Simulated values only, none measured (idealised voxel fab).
Name of the process module below: voxel air gaps
Square cell edge 5 nm, section width 285 nm, ID cut.
When this document writes out a cross-section, it uses a grid of square cells and lists it as bands, beginning at the top and moving down, with a band standing for one or more rows of cells. For a band, the entry starts with two heights in nm, that of the top and then that of the bottom, and carries on with the band's materials in order from left to right, each alongside its width in nm; the word "everywhere" beside a single material means it fills the band edge to edge, and "empty" means empty space. Convention: height 0 is the level below which the wafer, as received, is all one material. The lowest band does not terminate at the bottom but continues downward, represented as "from 0 down". So if you see something like "30->40" for the width, read it as the top row of the band sitting at the first number and the bottom row at the second, with every row in between moving by the same amount as the last. Where the words "no modification" appear for a step, the cross-section shows no cell changed by that step; every cell remained as before. The entry "Voids lacking openings" lists the empty spaces that cover at least 8 cells and have no open path to the top. Each is written as width x height at distance, where the distance is measured from the left edge and all three values are in nm. What comes after the settings on a step's line is commentary from the simulator itself on that step. A step line may carry the setting "overlay nm", which, for steps involving a mask, states the distance by which the mask lay to the right of its intended position; negative values denote displacement to the left. Quick note on how to read the rest: it's all pairs. You get the cross-section before a process step and the one after, but the after one only goes down as far as the lowest band that changed. The step in between, with its settings, sits under the pair. Heads up, the pairs can come from different runs of this module on the same starting wafer, so don't assume a pair picks up from the one above unless its "Pre-step condition" entry says it does.
-- Pre-step condition
- from 55 to 15 = SiO2 90 nm / empty 25 nm / SiO2 25 nm / empty 25 nm / SiO2 25 nm / empty 25 nm / SiO2 70 nm
- from 15 to 10 = SiN everywhere
- from 10 to 0 = SiO2 everywhere
- from 0 down = Si everywhere
- Voids lacking openings: none
-- Post-Process View
- from 60 to 55 = TiN 95 nm / empty 15 nm / TiN 35 nm / empty 15 nm / TiN 35 nm / empty 15 nm / TiN 75 nm
- from 55 to 20 = SiO2 90 nm / TiN 5 nm / empty 15 nm / TiN 5 nm / SiO2 25 nm / TiN 5 nm / empty 15 nm / TiN 5 nm / SiO2 25 nm / TiN 5 nm / empty 15 nm / TiN 5 nm / SiO2 70 nm
- from 20 to 15 = SiO2 90 nm / TiN 25 nm / SiO2 25 nm / TiN 25 nm / SiO2 25 nm / TiN 25 nm / SiO2 70 nm
- Heights below 15 show no change.
- Voids lacking openings: none
Between the cross-sections above, the step performed was CONFORMAL_DEP,material TiN,thk nm 5
Pre-step condition: carried over from the after image of the pair right above.
-- Post-Process View
- from 70 to 60 = W everywhere
- from 60 to 55 = TiN 95 nm / W 15 nm / TiN 35 nm / W 15 nm / TiN 35 nm / W 15 nm / TiN 75 nm
- from 55 to 20 = SiO2 90 nm / TiN 5 nm / W 15 nm / TiN 5 nm / SiO2 25 nm / TiN 5 nm / W 15 nm / TiN 5 nm / SiO2 25 nm / TiN 5 nm / W 15 nm / TiN 5 nm / SiO2 70 nm
- Heights below 20 show no change.
- Voids lacking openings: none
Between the cross-sections above, the step performed was FILL_DEP,material W,thk nm 10
Pre-step condition: carried over from the after image of the pair right above.
-- Post-Process View
- from 55 to 20 = SiO2 90 nm / TiN 5 nm / W 15 nm / TiN 5 nm / SiO2 25 nm / TiN 5 nm / W 15 nm / TiN 5 nm / SiO2 25 nm / TiN 5 nm / W 15 nm / TiN 5 nm / SiO2 70 nm
- Heights below 20 show no change.
- Voids lacking openings: none
Between the cross-sections above, the step performed was CMP,height nm 55
Pre-step condition: carried over from the after image of the pair right above.
-- Post-Process View
- from 65 to 55 = empty 80 nm / Ru 45 nm / empty 5 nm / Ru 45 nm / empty 5 nm / Ru 45 nm / empty 60 nm
- Heights below 55 show no change.
- Voids lacking openings: none
Between the cross-sections above, the step performed was EPI,material Ru,thk nm 10
Pre-step condition: carried over from the after image of the pair right above.
-- Post-Process View
- from 65 to 55 = empty 80 nm / Ru 45 nm / empty 5 nm / Ru 45 nm / empty 5 nm / Ru 45 nm / empty 60 nm
- from 55 to 20 = empty 90 nm / TiN 5 nm / W 15 nm / TiN 5 nm / empty 25 nm / TiN 5 nm / W 15 nm / TiN 5 nm / empty 25 nm / TiN 5 nm / W 15 nm / TiN 5 nm / empty 70 nm
- from 20 to 15 = empty 90 nm / TiN 25 nm / empty 25 nm / TiN 25 nm / empty 25 nm / TiN 25 nm / empty 70 nm
- Heights below 15 show no change.
- Voids lacking openings: none
Between the cross-sections above, the step performed was SELECTIVE_ETCH,etch materials SiO2,depth nm 50
Pre-step condition: carried over from the after image of the pair right above.
-- Post-Process View
- from 70 to 65 = empty 75 nm / SiN 155 nm / empty 55 nm
- from 65 to 55 = empty 75 nm / SiN 5 nm / Ru 45 nm / SiN 5 nm / Ru 45 nm / SiN 5 nm / Ru 45 nm / SiN 5 nm / empty 55 nm
- from 55 to 50 = empty 75 nm / SiN 15 nm / TiN 5 nm / W 15 nm / TiN 5 nm / SiN 25 nm / TiN 5 nm / W 15 nm / TiN 5 nm / SiN 25 nm / TiN 5 nm / W 15 nm / TiN 5 nm / SiN 15 nm / empty 55 nm
- from 50 to 20 = empty 85 nm / SiN 5 nm / TiN 5 nm / W 15 nm / TiN 5 nm / SiN 5 nm / empty 15 nm / SiN 5 nm / TiN 5 nm / W 15 nm / TiN 5 nm / SiN 5 nm / empty 15 nm / SiN 5 nm / TiN 5 nm / W 15 nm / TiN 5 nm / SiN 5 nm / empty 65 nm
- from 20 to 15 = SiN 90 nm / TiN 25 nm / SiN 25 nm / TiN 25 nm / SiN 25 nm / TiN 25 nm / SiN 70 nm
- Heights below 15 show no change.
- Voids lacking openings: 15 x 30 at 120; 15 x 30 at 170
Between the cross-sections above, the step performed was CONFORMAL_DEP,material SiN,thk nm 5
-- Pre-step condition
- from 10 to 0 = SiO2 everywhere
- from 0 down = Si everywhere
- Voids lacking openings: none
-- Post-Process View
- from 15 to 0 = SiO2 everywhere
- Heights below 0 show no change.
- Voids lacking openings: none
Between the cross-sections above, the step performed was CONFORMAL_DEP,material SiO2,thk nm 5
Pre-step condition: carried over from the after image of the pair right above.
-- Post-Process View
- from 55 to 0 = SiO2 everywhere
- Heights below 0 show no change.
- Voids lacking openings: none
Between the cross-sections above, the step performed was DIRECTIONAL_DEP,material SiO2,thk nm 40
Pre-step condition: carried over from the after image of the pair right above.
-- Post-Process View
- from 65 to 55 = aC everywhere
- Heights below 55 show no change.
- Voids lacking openings: none
Between the cross-sections above, the step performed was DIRECTIONAL_DEP,material aC,thk nm 10
Pre-step condition: carried over from the after image of the pair right above.
-- Post-Process View
- from 95 to 65 = resist 80 nm / empty 25 nm / resist 25 nm / empty 25 nm / resist 25 nm / empty 25 nm / resist 80 nm
- Heights below 65 show no change.
- Voids lacking openings: none
Between the cross-sections above, the step performed was PATTERN,tone open,mask id LINES,material resist,width nm 25,pitch nm 50,thk nm 30,overlay nm 0
Pre-step condition: carried over from the after image of the pair right above.
-- Post-Process View
- from 85 to 65 = resist 80 nm / empty 25 nm / resist 25 nm / empty 25 nm / resist 25 nm / empty 25 nm / resist 80 nm
- from 65 to 55 = aC 80 nm / empty 25 nm / aC 25 nm / empty 25 nm / aC 25 nm / empty 25 nm / aC 80 nm
- Heights below 55 show no change.
- Voids lacking openings: none
Between the cross-sections above, the step performed was DIRECTIONAL_ETCH,etch materials aC,depth nm 10
Pre-step condition: carried over from the after image of the pair right above.
-- Post-Process View
- from 65 to 55 = aC 80 nm / empty 25 nm / aC 25 nm / empty 25 nm / aC 25 nm / empty 25 nm / aC 80 nm
- Heights below 55 show no change.
- Voids lacking openings: none
Between the cross-sections above, the step performed was STRIP,etch materials resist
Pre-step condition: carried over from the after image of the pair right above.
-- Post-Process View
- from 65 to 55 = aC 80 nm / empty 25 nm / aC 25 nm / empty 25 nm / aC 25 nm / empty 25 nm / aC 80 nm
- from 55 to 15 = SiO2 80 nm / empty 25 nm / SiO2 25 nm / empty 25 nm / SiO2 25 nm / empty 25 nm / SiO2 80 nm
- Heights below 15 show no change.
- Voids lacking openings: none
Between the cross-sections above, the step performed was DIRECTIONAL_ETCH,etch materials SiO2,depth nm 40
Pre-step condition: carried over from the after image of the pair right above.
-- Post-Process View
- from 55 to 15 = SiO2 80 nm / empty 25 nm / SiO2 25 nm / empty 25 nm / SiO2 25 nm / empty 25 nm / SiO2 80 nm
- Heights below 15 show no change.
- Voids lacking openings: none
Between the cross-sections above, the step performed was STRIP,etch materials aC
Pre-step condition: carried over from the after image of the pair right above.
-- Post-Process View
- from 60 to 55 = TiN 85 nm / empty 15 nm / TiN 35 nm / empty 15 nm / TiN 35 nm / empty 15 nm / TiN 85 nm
- from 55 to 20 = SiO2 80 nm / TiN 5 nm / empty 15 nm / TiN 5 nm / SiO2 25 nm / TiN 5 nm / empty 15 nm / TiN 5 nm / SiO2 25 nm / TiN 5 nm / empty 15 nm / TiN 5 nm / SiO2 80 nm
- from 20 to 15 = SiO2 80 nm / TiN 25 nm / SiO2 25 nm / TiN 25 nm / SiO2 25 nm / TiN 25 nm / SiO2 80 nm
- Heights below 15 show no change.
- Voids lacking openings: none
Between the cross-sections above, the step performed was CONFORMAL_DEP,material TiN,thk nm 5
Pre-step condition: carried over from the after image of the pair right above.
-- Post-Process View
- from 70 to 60 = W everywhere
- from 60 to 55 = TiN 85 nm / W 15 nm / TiN 35 nm / W 15 nm / TiN 35 nm / W 15 nm / TiN 85 nm
- from 55 to 20 = SiO2 80 nm / TiN 5 nm / W 15 nm / TiN 5 nm / SiO2 25 nm / TiN 5 nm / W 15 nm / TiN 5 nm / SiO2 25 nm / TiN 5 nm / W 15 nm / TiN 5 nm / SiO2 80 nm
- Heights below 20 show no change.
- Voids lacking openings: none
Between the cross-sections above, the step performed was FILL_DEP,material W,thk nm 10
Pre-step condition: carried over from the after image of the pair right above.
-- Post-Process View
- from 55 to 20 = SiO2 80 nm / TiN 5 nm / W 15 nm / TiN 5 nm / SiO2 25 nm / TiN 5 nm / W 15 nm / TiN 5 nm / SiO2 25 nm / TiN 5 nm / W 15 nm / TiN 5 nm / SiO2 80 nm
- Heights below 20 show no change.
- Voids lacking openings: none
Between the cross-sections above, the step performed was CMP,height nm 55
Pre-step condition: carried over from the after image of the pair right above.
-- Post-Process View
- from 65 to 55 = empty 70 nm / Ru 45 nm / empty 5 nm / Ru 45 nm / empty 5 nm / Ru 45 nm / empty 70 nm
- Heights below 55 show no change.
- Voids lacking openings: none
Between the cross-sections above, the step performed was EPI,material Ru,thk nm 10
Pre-step condition: carried over from the after image of the pair right above.
-- Post-Process View
- from 65 to 55 = empty 70 nm / Ru 45 nm / empty 5 nm / Ru 45 nm / empty 5 nm / Ru 45 nm / empty 70 nm
- from 55 to 20 = empty 80 nm / TiN 5 nm / W 15 nm / TiN 5 nm / empty 25 nm / TiN 5 nm / W 15 nm / TiN 5 nm / empty 25 nm / TiN 5 nm / W 15 nm / TiN 5 nm / empty 80 nm
- from 20 to 15 = empty 80 nm / TiN 25 nm / empty 25 nm / TiN 25 nm / empty 25 nm / TiN 25 nm / empty 80 nm
- from 15 to 5 = empty 90 nm / SiO2 5 nm / empty 45 nm / SiO2 5 nm / empty 45 nm / SiO2 5 nm / empty 90 nm
- Heights below 5 show no change.
- Voids lacking openings: none
Between the cross-sections above, the step performed was SELECTIVE_ETCH,etch materials SiO2,depth nm 50
Pre-step condition: carried over from the after image of the pair right above.
-- Post-Process View
- from 70 to 65 = empty 65 nm / SiN 155 nm / empty 65 nm
- from 65 to 55 = empty 65 nm / SiN 5 nm / Ru 45 nm / SiN 5 nm / Ru 45 nm / SiN 5 nm / Ru 45 nm / SiN 5 nm / empty 65 nm
- from 55 to 50 = empty 65 nm / SiN 15 nm / TiN 5 nm / W 15 nm / TiN 5 nm / SiN 25 nm / TiN 5 nm / W 15 nm / TiN 5 nm / SiN 25 nm / TiN 5 nm / W 15 nm / TiN 5 nm / SiN 15 nm / empty 65 nm
- from 50 to 20 = empty 75 nm / SiN 5 nm / TiN 5 nm / W 15 nm / TiN 5 nm / SiN 5 nm / empty 15 nm / SiN 5 nm / TiN 5 nm / W 15 nm / TiN 5 nm / SiN 5 nm / empty 15 nm / SiN 5 nm / TiN 5 nm / W 15 nm / TiN 5 nm / SiN 5 nm / empty 75 nm
- from 20 to 15 = empty 75 nm / SiN 5 nm / TiN 25 nm / SiN 5 nm / empty 15 nm / SiN 5 nm / TiN 25 nm / SiN 5 nm / empty 15 nm / SiN 5 nm / TiN 25 nm / SiN 5 nm / empty 75 nm
- from 15 to 10 = empty 75 nm / SiN 15 nm / SiO2 5 nm / SiN 15 nm / empty 15 nm / SiN 15 nm / SiO2 5 nm / SiN 15 nm / empty 15 nm / SiN 15 nm / SiO2 5 nm / SiN 15 nm / empty 75 nm
- from 10 to 5 = SiN 90 nm / SiO2 5 nm / SiN 45 nm / SiO2 5 nm / SiN 45 nm / SiO2 5 nm / SiN 90 nm
- Heights below 5 show no change.
- Voids lacking openings: 15 x 40 at 110; 15 x 40 at 160
Between the cross-sections above, the step performed was CONFORMAL_DEP,material SiN,thk nm 5
-- Pre-step condition
- from 65 to 55 = aC everywhere
- from 55 to 15 = SiO2 everywhere
- from 15 to 10 = SiN everywhere
- from 10 to 0 = SiO2 everywhere
- from 0 down = Si everywhere
- Voids lacking openings: none
-- Post-Process View
- from 95 to 65 = empty 80 nm / resist 25 nm / empty 25 nm / resist 25 nm / empty 25 nm / resist 25 nm / empty 80 nm
- Heights below 65 show no change.
- Voids lacking openings: none
Between the cross-sections above, the step performed was PATTERN,tone cover,mask id LINES,material resist,width nm 25,pitch nm 50,thk nm 30,overlay nm 0
Pre-step condition: carried over from the after image of the pair right above.
-- Post-Process View
- from 85 to 65 = empty 80 nm / resist 25 nm / empty 25 nm / resist 25 nm / empty 25 nm / resist 25 nm / empty 80 nm
- from 65 to 55 = empty 80 nm / aC 25 nm / empty 25 nm / aC 25 nm / empty 25 nm / aC 25 nm / empty 80 nm
- Heights below 55 show no change.
- Voids lacking openings: none
Between the cross-sections above, the step performed was DIRECTIONAL_ETCH,etch materials aC,depth nm 10
Pre-step condition: carried over from the after image of the pair right above.
-- Post-Process View
- from 65 to 55 = empty 80 nm / aC 25 nm / empty 25 nm / aC 25 nm / empty 25 nm / aC 25 nm / empty 80 nm
- Heights below 55 show no change.
- Voids lacking openings: none
Between the cross-sections above, the step performed was STRIP,etch materials resist
Pre-step condition: carried over from the after image of the pair right above.
-- Post-Process View
- from 65 to 55 = empty 80 nm / aC 25 nm / empty 25 nm / aC 25 nm / empty 25 nm / aC 25 nm / empty 80 nm
- from 55 to 15 = empty 80 nm / SiO2 25 nm / empty 25 nm / SiO2 25 nm / empty 25 nm / SiO2 25 nm / empty 80 nm
- Heights below 15 show no change.
- Voids lacking openings: none
Between the cross-sections above, the step performed was DIRECTIONAL_ETCH,etch materials SiO2,depth nm 40
Pre-step condition: carried over from the after image of the pair right above.
-- Post-Process View
- from 55 to 15 = empty 80 nm / SiO2 25 nm / empty 25 nm / SiO2 25 nm / empty 25 nm / SiO2 25 nm / empty 80 nm
- Heights below 15 show no change.
- Voids lacking openings: none
Between the cross-sections above, the step performed was STRIP,etch materials aC
Pre-step condition: carried over from the after image of the pair right above.
-- Post-Process View
- from 60 to 55 = empty 75 nm / TiN 35 nm / empty 15 nm / TiN 35 nm / empty 15 nm / TiN 35 nm / empty 75 nm
- from 55 to 20 = empty 75 nm / TiN 5 nm / SiO2 25 nm / TiN 5 nm / empty 15 nm / TiN 5 nm / SiO2 25 nm / TiN 5 nm / empty 15 nm / TiN 5 nm / SiO2 25 nm / TiN 5 nm / empty 75 nm
- from 20 to 15 = TiN 80 nm / SiO2 25 nm / TiN 25 nm / SiO2 25 nm / TiN 25 nm / SiO2 25 nm / TiN 80 nm
- Heights below 15 show no change.
- Voids lacking openings: none
Between the cross-sections above, the step performed was CONFORMAL_DEP,material TiN,thk nm 5
Pre-step condition: carried over from the after image of the pair right above.
-- Post-Process View
- from 70 to 60 = W everywhere
- from 60 to 55 = W 75 nm / TiN 35 nm / W 15 nm / TiN 35 nm / W 15 nm / TiN 35 nm / W 75 nm
- from 55 to 20 = W 75 nm / TiN 5 nm / SiO2 25 nm / TiN 5 nm / W 15 nm / TiN 5 nm / SiO2 25 nm / TiN 5 nm / W 15 nm / TiN 5 nm / SiO2 25 nm / TiN 5 nm / W 75 nm
- Heights below 20 show no change.
- Voids lacking openings: none
Between the cross-sections above, the step performed was FILL_DEP,material W,thk nm 10
Pre-step condition: carried over from the after image of the pair right above.
-- Post-Process View
- from 55 to 20 = W 75 nm / TiN 5 nm / SiO2 25 nm / TiN 5 nm / W 15 nm / TiN 5 nm / SiO2 25 nm / TiN 5 nm / W 15 nm / TiN 5 nm / SiO2 25 nm / TiN 5 nm / W 75 nm
- Heights below 20 show no change.
- Voids lacking openings: none
Between the cross-sections above, the step performed was CMP,height nm 55
Pre-step condition: carried over from the after image of the pair right above.
-- Post-Process View
- from 65 to 55 = Ru 90 nm / empty 5 nm / Ru 45 nm / empty 5 nm / Ru 45 nm / empty 5 nm / Ru 90 nm
- Heights below 55 show no change.
- Voids lacking openings: none
Between the cross-sections above, the step performed was EPI,material Ru,thk nm 10
Pre-step condition: carried over from the after image of the pair right above.
-- Post-Process View
- from 65 to 55 = Ru 90 nm / empty 5 nm / Ru 45 nm / empty 5 nm / Ru 45 nm / empty 5 nm / Ru 90 nm
- from 55 to 20 = W 75 nm / TiN 5 nm / empty 25 nm / TiN 5 nm / W 15 nm / TiN 5 nm / empty 25 nm / TiN 5 nm / W 15 nm / TiN 5 nm / empty 25 nm / TiN 5 nm / W 75 nm
- from 20 to 15 = TiN 80 nm / empty 25 nm / TiN 25 nm / empty 25 nm / TiN 25 nm / empty 25 nm / TiN 80 nm
- Heights below 15 show no change.
- Voids lacking openings: none
Between the cross-sections above, the step performed was SELECTIVE_ETCH,etch materials SiO2,depth nm 50
Pre-step condition: carried over from the after image of the pair right above.
-- Post-Process View
- from 70 to 65 = SiN everywhere
- from 65 to 55 = Ru 90 nm / SiN 5 nm / Ru 45 nm / SiN 5 nm / Ru 45 nm / SiN 5 nm / Ru 90 nm
- from 55 to 50 = W 75 nm / TiN 5 nm / SiN 25 nm / TiN 5 nm / W 15 nm / TiN 5 nm / SiN 25 nm / TiN 5 nm / W 15 nm / TiN 5 nm / SiN 25 nm / TiN 5 nm / W 75 nm
- from 50 to 20 = W 75 nm / TiN 5 nm / SiN 5 nm / empty 15 nm / SiN 5 nm / TiN 5 nm / W 15 nm / TiN 5 nm / SiN 5 nm / empty 15 nm / SiN 5 nm / TiN 5 nm / W 15 nm / TiN 5 nm / SiN 5 nm / empty 15 nm / SiN 5 nm / TiN 5 nm / W 75 nm
- from 20 to 15 = TiN 80 nm / SiN 25 nm / TiN 25 nm / SiN 25 nm / TiN 25 nm / SiN 25 nm / TiN 80 nm
- Heights below 15 show no change.
- Voids lacking openings: 15 x 30 at 85; 15 x 30 at 135; 15 x 30 at 185
Between the cross-sections above, the step performed was CONFORMAL_DEP,material SiN,thk nm 5
